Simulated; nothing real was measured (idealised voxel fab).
Documented hereafter: the process module known as voxel ribs on slabs.
Cross-section cut: width 245 nm, square cells of 5 nm.
Cross-section, as written here: a square-cell grid given band by band from the top down, where a band holds one or more rows of cells.
A band entry consists of two parts. The first gives the height of the band's top and the height of its bottom, in nm. The rest lists the band's materials from left to right, each with its width in nm. A single material labelled with the word "full width" fills the band from edge to edge, and the word "blank" marks empty space.
Height datum 0, below which the as-received substrate wafer is one material. Lowest band open at the bottom, running downward: "z 0 and below".
Graded width ("30->40"): value in top row of band = first number; value in bottom row = second number; row-to-row change constant.
"left unchanged" -> step changed no cross-section cell.
Entry "Closed void inventory" = empty spaces >= 8 cells with no open way to the top; each as width x height at distance, distance from left edge, all nm.
The remark found on a step's line after its settings is issued by the simulator itself and pertains to that step.
The "overlay nm" setting may appear on a step's line; for a step that uses a mask, it gives how far to the right of its planned position the mask lay, and a negative value indicates the left.
Here's what the planned process steps look like
1: RECEIVE | material Si
2: DIRECTIONAL_DEP | material SiO2 | thk nm 30
3: DIRECTIONAL_DEP | material polySi | thk nm 25
4: MASKED_ETCH | tone cover | mask id RIB | width nm 30 | etch materials polySi | depth nm 10 | overlay nm 0
5: MASKED_ETCH | tone cover | mask id SLAB | width nm 70 | etch materials polySi | depth nm 15 | overlay nm 0
6: FILL_DEP | material SiO2 | thk nm 20
7: CMP | height nm 70
8: DIRECTIONAL_DEP | material TiN | thk nm 5
9: DIRECTIONAL_DEP | material aC | thk nm 15
10: PATTERN | tone cover | mask id HEATER | material resist | width nm 40 | thk nm 30 | overlay nm 0
11: DIRECTIONAL_ETCH | etch materials aC | depth nm 15
12: STRIP | etch materials resist
13: DIRECTIONAL_ETCH | etch materials TiN | depth nm 5
14: STRIP | etch materials aC
15: CONFORMAL_DEP | material SiO2 | thk nm 10
First wafer, two in total, run as planned
As received, after step 1
  z 0 and below | Si full width
  Closed void inventory: none
Step 2 complete: cross-section through the wafer
  z 30 to 0 | SiO2 full width
  Everything under 0 stays put, no change at all.
Step 3 complete: cross-section through the wafer
  z 55 to 30 | polySi full width
  Everything under 30 stays put, no change at all.
Step 4 complete: cross-section through the wafer
  z 55 to 45 | blank (105), polySi (30), blank (110)
  Everything under 45 stays put, no change at all.
Step 5 complete: cross-section through the wafer
  z 55 to 45 | blank (105), polySi (30), blank (110)
  z 45 to 30 | blank (85), polySi (70), blank (90)
  Everything under 30 stays put, no change at all.
Step 6 complete: cross-section through the wafer
  z 75 to 55 | SiO2 full width
  z 55 to 45 | SiO2 (105), polySi (30), SiO2 (110)
  z 45 to 30 | SiO2 (85), polySi (70), SiO2 (90)
  Everything under 30 stays put, no change at all.
Step 7 complete: cross-section through the wafer
  z 70 to 55 | SiO2 full width
  Everything under 55 stays put, no change at all.
Step 8 complete: cross-section through the wafer
  z 75 to 70 | TiN full width
  Everything under 70 stays put, no change at all.
Step 9 complete: cross-section through the wafer
  z 90 to 75 | aC full width
  Everything under 75 stays put, no change at all.
Step 10 complete: cross-section through the wafer
  z 120 to 90 | blank (100), resist (40), blank (105)
  Everything under 90 stays put, no change at all.
Step 11 complete: cross-section through the wafer
  z 105 to 90 | blank (100), resist (40), blank (105)
  z 90 to 75 | blank (100), aC (40), blank (105)
  Everything under 75 stays put, no change at all.
Step 12 complete: cross-section through the wafer
  z 90 to 75 | blank (100), aC (40), blank (105)
  Everything under 75 stays put, no change at all.
Step 13 complete: cross-section through the wafer
  z 90 to 75 | blank (100), aC (40), blank (105)
  z 75 to 70 | blank (100), TiN (40), blank (105)
  Everything under 70 stays put, no change at all.
Step 14 complete: cross-section through the wafer
  z 75 to 70 | blank (100), TiN (40), blank (105)
  Everything under 70 stays put, no change at all.
Step 15 complete: cross-section through the wafer
  z 85 to 80 | blank (90), SiO2 (60), blank (95)
  z 80 to 75 | SiO2 full width
  z 75 to 70 | SiO2 (100), TiN (40), SiO2 (105)
  Everything under 70 stays put, no change at all.
Notes, second wafer: start = first wafer's, plan = first wafer's, execution had one mistake; history identical to first through step 14
Second wafer, cut view, end of step 15 per plan: left unchanged
Diagnosis: step 15 from the plan never happened, it was just skipped
The second wafer ends with more or fewer cells of some materials than the first, per final count: SiO2: 102 fewer
